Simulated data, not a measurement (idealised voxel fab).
The process module that follows is named voxel ribs on slabs.
cross-section cut | 265 nm wide | cells 5 nm
Cross-section = grid of square cells, listed top down in bands; band = one or more rows.
The entry gives the band's vertical extent as a top height and a bottom height in nm, then its horizontal make-up as materials from left to right, each with a width in nm. "empty" stands for empty space; a single material marked "full width" fills the band edge to edge.
Height datum 0, below which the as-received substrate wafer is one material. Lowest band open at the bottom, running downward: "from 0 down".
The two numbers in a width such as "30->40" mark its ends across the band: the first belongs to the top row of cells, the second to the bottom row, and from each row to the next the width moves by the same amount.
You'll sometimes find "no alterations made" written for a step, and that's the way of saying that nowhere in the cross-section did a cell change during that step.
"Enclosed cavity list" - sealed voids, min. 8 cells, no opening to top; format: width x height at distance (distance from left edge; nm throughout).
Anything after a step's settings on that line? It's the simulator's own note about the step.
"overlay nm", when on a step's line for a step with a mask, measures how far to the right of its planned place the mask lay; a negative measure means to the left.
These are the steps we planned for the process:
| 1 | RECEIVE (material Si) |
| 2 | DIRECTIONAL_DEP (material SiO2; thk nm 25) |
| 3 | DIRECTIONAL_DEP (material polySi; thk nm 15) |
| 4 | PATTERN (tone cover; mask id RIB; material resist; width nm 30; thk nm 20; overlay nm 0) |
| 5 | DIRECTIONAL_ETCH (etch materials polySi; depth nm 5) |
| 6 | STRIP (etch materials resist) |
| 7 | PATTERN (tone cover; mask id SLAB; material resist; width nm 70; thk nm 15; overlay nm 0) |
| 8 | DIRECTIONAL_ETCH (etch materials polySi; depth nm 10) |
| 9 | STRIP (etch materials resist) |
| 10 | FILL_DEP (material SiO2; thk nm 15) |
| 11 | CMP (height nm 50) |
| 12 | DIRECTIONAL_DEP (material TiN; thk nm 5) |
| 13 | DIRECTIONAL_DEP (material aC; thk nm 15) |
| 14 | PATTERN (tone cover; mask id HEATER; material resist; width nm 40; thk nm 35; overlay nm 0) |
| 15 | DIRECTIONAL_ETCH (etch materials aC; depth nm 15) |
| 16 | STRIP (etch materials resist) |
| 17 | DIRECTIONAL_ETCH (etch materials TiN; depth nm 5) |
| 18 | STRIP (etch materials aC) |
| 19 | CONFORMAL_DEP (material SiO2; thk nm 10) |
Concerning the first of two wafers, which was run in accordance with the plan:
Shown in cross-section is the wafer as received, that is, as it stands after step 1:
  from 0 down  Si full width
  Enclosed cavity list: none
Take a look at the wafer's cross-section after step 2:
  from 25 to 0  SiO2 full width
  Nothing below the height 0 has changed.
Take a look at the wafer's cross-section after step 3:
  from 40 to 25  polySi full width
  Nothing below the height 25 has changed.
Take a look at the wafer's cross-section after step 4:
  from 60 to 40  empty=115 | resist=30 | empty=120
  Nothing below the height 40 has changed.
Take a look at the wafer's cross-section after step 5:
  from 60 to 40  empty=115 | resist=30 | empty=120
  from 40 to 35  empty=115 | polySi=30 | empty=120
  Nothing below the height 35 has changed.
Take a look at the wafer's cross-section after step 6:
  from 40 to 35  empty=115 | polySi=30 | empty=120
  Nothing below the height 35 has changed.
Take a look at the wafer's cross-section after step 7:
  from 55 to 40  empty=95 | resist=70 | empty=100
  from 40 to 35  empty=95 | resist=20 | polySi=30 | resist=20 | empty=100
  Nothing below the height 35 has changed.
Take a look at the wafer's cross-section after step 8:
  from 55 to 40  empty=95 | resist=70 | empty=100
  from 40 to 35  empty=95 | resist=20 | polySi=30 | resist=20 | empty=100
  from 35 to 25  empty=95 | polySi=70 | empty=100
  Nothing below the height 25 has changed.
Take a look at the wafer's cross-section after step 9:
  from 40 to 35  empty=115 | polySi=30 | empty=120
  Nothing below the height 35 has changed.
Take a look at the wafer's cross-section after step 10:
  from 55 to 40  SiO2 full width
  from 40 to 35  SiO2=115 | polySi=30 | SiO2=120
  from 35 to 25  SiO2=95 | polySi=70 | SiO2=100
  Nothing below the height 25 has changed.
Take a look at the wafer's cross-section after step 11:
  from 50 to 40  SiO2 full width
  Nothing below the height 40 has changed.
Take a look at the wafer's cross-section after step 12:
  from 55 to 50  TiN full width
  Nothing below the height 50 has changed.
Take a look at the wafer's cross-section after step 13:
  from 70 to 55  aC full width
  Nothing below the height 55 has changed.
Take a look at the wafer's cross-section after step 14:
  from 105 to 70  empty=110 | resist=40 | empty=115
  Nothing below the height 70 has changed.
Take a look at the wafer's cross-section after step 15:
  from 90 to 70  empty=110 | resist=40 | empty=115
  from 70 to 55  empty=110 | aC=40 | empty=115
  Nothing below the height 55 has changed.
Take a look at the wafer's cross-section after step 16:
  from 70 to 55  empty=110 | aC=40 | empty=115
  Nothing below the height 55 has changed.
Take a look at the wafer's cross-section after step 17:
  from 70 to 55  empty=110 | aC=40 | empty=115
  from 55 to 50  empty=110 | TiN=40 | empty=115
  Nothing below the height 50 has changed.
Take a look at the wafer's cross-section after step 18:
  from 55 to 50  empty=110 | TiN=40 | empty=115
  Nothing below the height 50 has changed.
Take a look at the wafer's cross-section after step 19:
  from 65 to 60  empty=100 | SiO2=60 | empty=105
  from 60 to 55  SiO2 full width
  from 55 to 50  SiO2=110 | TiN=40 | SiO2=115
  Nothing below the height 50 has changed.
The second wafer began exactly as the first did and followed the same plan, but one mistake was made while running it; through step 18 inclusive, the two wafers are identical:
Cross-section of the second wafer at the time step 19 of the plan should have ended:
  from 70 to 65  empty=95 | SiO2=70 | empty=100
  from 65 to 55  SiO2 full width
  from 55 to 50  SiO2=110 | TiN=40 | SiO2=115
  Nothing below the height 50 has changed.
Which mistake was made when the wafer was run? step 19 went in with a setting other than planned; the actual run was CONFORMAL_DEP (material SiO2; thk nm 15)
End of process, cell counts, second wafer against first, materials with more or fewer: +55 SiO2
